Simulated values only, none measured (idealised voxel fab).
The process module presented herein is designated voxel air gaps.
Cross-section cut spans 295 nm and uses square cells 5 nm in size.
Bands, listed from the top down, are how a cross-section gets written in this document; the cross-section itself is a grid of square cells, and a band is one or more rows of them. Basically the band line says how high the top is and how high the bottom is, in nm, and then what's in it from left to right, every material with its width in nm. Empty space shows up as "air", and if a single material carries "full width" it runs the full band edge to edge. Measure heights from 0. That's the level where, below it, the as-received wafer is all one material. The lowest band is bottomless and extends downward; write it as in "0 down". You'd read "30 to 40" like this: the band's top row of cells is as wide as the first number, its bottom row is as wide as the second, and going down, every row changes width by the same amount as the row before did. Any step labelled "nothing got changed" changed none of the cells in the cross-section. Closed-off voids of 8+ cells (no open route to the top) go in "Sealed voids", written width x height at distance from the left edge, in nm. Step line, after settings: the simulator's comment on this step. The optional step-line setting "overlay nm" applies to steps with a mask and quantifies how far to the right of its planned location the mask lay, a negative value indicating leftward placement.
Listed below are the process steps as planned
1: RECEIVE,material Si
2: CONFORMAL_DEP,material SiO2,thk nm 15
3: CONFORMAL_DEP,material SiCN,thk nm 5
4: DIRECTIONAL_DEP,material SiO2,thk nm 40
5: PATTERN,tone open,mask id LINES,material resist,width nm 20,pitch nm 45,thk nm 15,overlay nm 0
6: DIRECTIONAL_ETCH,etch materials SiO2,depth nm 40
7: STRIP,etch materials resist
8: CONFORMAL_DEP,material TiN,thk nm 5
9: FILL_DEP,material Ru,thk nm 10
10: CMP,height nm 60
11: EPI,material Ru,thk nm 10
12: SELECTIVE_ETCH,etch materials SiO2,depth nm 50
13: CONFORMAL_DEP,material SiCN,thk nm 5
As received (post step 1): cross-section
	0 down | Si full width
	Sealed voids: none
End state of the module in cross-section, given the above starting point and plan and one mistake in execution
	75 to 70 | SiCN full width
	70 to 50 | Ru full width
	50 to 45 | TiN=75  Ru=10  TiN=35  Ru=10  TiN=35  Ru=10  TiN=35  Ru=10  TiN=75
	45 to 10 | SiO2=70  TiN=5  Ru=10  TiN=5  SiO2=25  TiN=5  Ru=10  TiN=5  SiO2=25  TiN=5  Ru=10  TiN=5  SiO2=25  TiN=5  Ru=10  TiN=5  SiO2=70
	10 to 5 | SiO2=70  TiN=20  SiO2=25  TiN=20  SiO2=25  TiN=20  SiO2=25  TiN=20  SiO2=70
	5 to 0 | SiCN full width
	0 down | Si full width
	Sealed voids: none
what went wrong: with respect to the plan, step 2 was omitted and not executed
